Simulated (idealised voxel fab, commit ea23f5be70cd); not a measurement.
Presented below is a process module, voxel released beams.
The width of the displayed cross-section, cut, is 270 nm; its cells are square, with a size of 5 nm.
Square cells in a grid make up a cross-section in this document, and the grid is given as bands, listed from the top down, each one or more rows of cells. A band entry consists of two parts. The first gives the height of the band's top and the height of its bottom, in nm. The rest lists the band's materials from left to right, each with its width in nm. A single material labelled with the word "full width" fills the band from edge to edge, and the word "air" marks empty space. All heights in this document are referenced to 0, defined as the level beneath which the wafer, as received, consists entirely of one material. The lowest band is not bounded below; it extends indefinitely downward and is written in the form "from 0 down". Note: "30->40" means the width goes from the first number (top row of the band) to the second number (bottom row) in equal steps per row of cells. Step note "nothing different" = no cross-section cell changed. Each empty space that has no open way to the top and spans at least 8 cells appears under "Closed-off voids" as width x height at distance, the distance counted from the left edge, all in nm. Note: text after step settings on the step line = simulator remark on that step. The setting "overlay nm" may be written on the line of a step. When the step uses a mask, the value reports how far to the right of the planned place the mask lay, and a negative value reports that it lay to the left.
### Below is the list of planned process steps
| 1 | RECEIVE [material Si] |
| 2 | CONFORMAL_DEP [material Al2O3] [thk nm 10] |
| 3 | DIRECTIONAL_DEP [material SiO2] [thk nm 10] |
| 4 | PATTERN [tone open] [mask id ANCHOR] [material resist] [width nm 40] [thk nm 20] [overlay nm 0] |
| 5 | DIRECTIONAL_ETCH [etch materials SiO2] [depth nm 10] |
| 6 | STRIP [etch materials resist] |
| 7 | CONFORMAL_DEP [material SiN] [thk nm 15] |
| 8 | DIRECTIONAL_DEP [material aC] [thk nm 15] |
| 9 | PATTERN [tone cover] [mask id BEAM] [material resist] [width nm 110] [thk nm 35] [overlay nm 0] |
| 10 | DIRECTIONAL_ETCH [etch materials aC] [depth nm 15] |
| 11 | STRIP [etch materials resist] |
| 12 | DIRECTIONAL_ETCH [etch materials SiN] [depth nm 15] |
| 13 | STRIP [etch materials aC] |
| 14 | STRIP [etch materials SiO2] |
### First of the two wafers, run per plan
### This is the cross-section of the wafer as we received it, i.e. after step 1
  from 0 down | Si full width
  Closed-off voids: none
### After step 2, in cross-section
  from 10 to 0 | Al2O3 full width
  Anything lower than 0 is untouched.
### After step 3, in cross-section
  from 20 to 10 | SiO2 full width
  Anything lower than 10 is untouched.
### After step 4, in cross-section
  from 40 to 20 | 80 of resist; 40 of air; 150 of resist
  Anything lower than 20 is untouched.
### After step 5, in cross-section
  from 40 to 20 | 80 of resist; 40 of air; 150 of resist
  from 20 to 10 | 80 of SiO2; 40 of air; 150 of SiO2
  Anything lower than 10 is untouched.
### After step 6, in cross-section
  from 20 to 10 | 80 of SiO2; 40 of air; 150 of SiO2
  Anything lower than 10 is untouched.
### After step 7, in cross-section
  from 35 to 25 | 95 of SiN; 10 of air; 165 of SiN
  from 25 to 20 | SiN full width
  from 20 to 10 | 80 of SiO2; 40 of SiN; 150 of SiO2
  Anything lower than 10 is untouched.
### After step 8, in cross-section
  from 50 to 40 | 95 of aC; 10 of air; 165 of aC
  from 40 to 35 | aC full width
  from 35 to 25 | 95 of SiN; 10 of aC; 165 of SiN
  Anything lower than 25 is untouched.
### After step 9, in cross-section
  from 85 to 50 | 75 of air; 110 of resist; 85 of air
  from 50 to 40 | 95 of aC; 10 of resist; 165 of aC
  Anything lower than 40 is untouched.
### After step 10, in cross-section
  from 70 to 50 | 75 of air; 110 of resist; 85 of air
  from 50 to 40 | 75 of air; 20 of aC; 10 of resist; 80 of aC; 85 of air
  from 40 to 35 | 75 of air; 110 of aC; 85 of air
  Anything lower than 35 is untouched.
### After step 11, in cross-section
  from 50 to 40 | 75 of air; 20 of aC; 10 of air; 80 of aC; 85 of air
  Anything lower than 40 is untouched.
### After step 12, in cross-section
  from 50 to 40 | 75 of air; 20 of aC; 10 of air; 80 of aC; 85 of air
  from 40 to 35 | 75 of air; 110 of aC; 85 of air
  from 35 to 25 | 75 of air; 20 of SiN; 10 of aC; 80 of SiN; 85 of air
  from 25 to 20 | 75 of air; 110 of SiN; 85 of air
  Anything lower than 20 is untouched.
### After step 13, in cross-section
  from 35 to 25 | 75 of air; 20 of SiN; 10 of air; 80 of SiN; 85 of air
  Anything lower than 25 is untouched.
### After step 14, in cross-section
  from 35 to 25 | 75 of air; 20 of SiN; 10 of air; 80 of SiN; 85 of air
  from 25 to 20 | 75 of air; 110 of SiN; 85 of air
  from 20 to 10 | 80 of air; 40 of SiN; 150 of air
  Anything lower than 10 is untouched.
### Second Wafer (Identical Start and Plan, One Processing Error; Matches First Wafer Through Step 1)
Look at the second wafer in cross-section at the time step 2 ought to have finished: nothing different
### Look at the second wafer in cross-section at the time step 3 ought to have finished
  from 10 to 0 | SiO2 full width
  Anything lower than 0 is untouched.
### Look at the second wafer in cross-section at the time step 4 ought to have finished
  from 30 to 10 | 80 of resist; 40 of air; 150 of resist
  Anything lower than 10 is untouched.
### Look at the second wafer in cross-section at the time step 5 ought to have finished
  from 30 to 10 | 80 of resist; 40 of air; 150 of resist
  from 10 to 0 | 80 of SiO2; 40 of air; 150 of SiO2
  Anything lower than 0 is untouched.
### Look at the second wafer in cross-section at the time step 6 ought to have finished
  from 10 to 0 | 80 of SiO2; 40 of air; 150 of SiO2
  Anything lower than 0 is untouched.
### Look at the second wafer in cross-section at the time step 7 ought to have finished
  from 25 to 15 | 95 of SiN; 10 of air; 165 of SiN
  from 15 to 10 | SiN full width
  from 10 to 0 | 80 of SiO2; 40 of SiN; 150 of SiO2
  Anything lower than 0 is untouched.
### Look at the second wafer in cross-section at the time step 8 ought to have finished
  from 40 to 30 | 95 of aC; 10 of air; 165 of aC
  from 30 to 25 | aC full width
  from 25 to 15 | 95 of SiN; 10 of aC; 165 of SiN
  Anything lower than 15 is untouched.
### Look at the second wafer in cross-section at the time step 9 ought to have finished
  from 75 to 40 | 75 of air; 110 of resist; 85 of air
  from 40 to 30 | 95 of aC; 10 of resist; 165 of aC
  Anything lower than 30 is untouched.
### Look at the second wafer in cross-section at the time step 10 ought to have finished
  from 60 to 40 | 75 of air; 110 of resist; 85 of air
  from 40 to 30 | 75 of air; 20 of aC; 10 of resist; 80 of aC; 85 of air
  from 30 to 25 | 75 of air; 110 of aC; 85 of air
  Anything lower than 25 is untouched.
### Look at the second wafer in cross-section at the time step 11 ought to have finished
  from 40 to 30 | 75 of air; 20 of aC; 10 of air; 80 of aC; 85 of air
  Anything lower than 30 is untouched.
### Look at the second wafer in cross-section at the time step 12 ought to have finished
  from 40 to 30 | 75 of air; 20 of aC; 10 of air; 80 of aC; 85 of air
  from 30 to 25 | 75 of air; 110 of aC; 85 of air
  from 25 to 15 | 75 of air; 20 of SiN; 10 of aC; 80 of SiN; 85 of air
  from 15 to 10 | 75 of air; 110 of SiN; 85 of air
  Anything lower than 10 is untouched.
### Look at the second wafer in cross-section at the time step 13 ought to have finished
  from 25 to 15 | 75 of air; 20 of SiN; 10 of air; 80 of SiN; 85 of air
  Anything lower than 15 is untouched.
### Look at the second wafer in cross-section at the time step 14 ought to have finished
  from 25 to 15 | 75 of air; 20 of SiN; 10 of air; 80 of SiN; 85 of air
  from 15 to 10 | 75 of air; 110 of SiN; 85 of air
  from 10 to 0 | 80 of air; 40 of SiN; 150 of air
  Anything lower than 0 is untouched.
Against the plan, the run slipped here: it should be noted that step 2 of the plan was omitted and was not performed
Materials where the second wafer ends with more or fewer cells than the first: Al2O3: 108 fewer
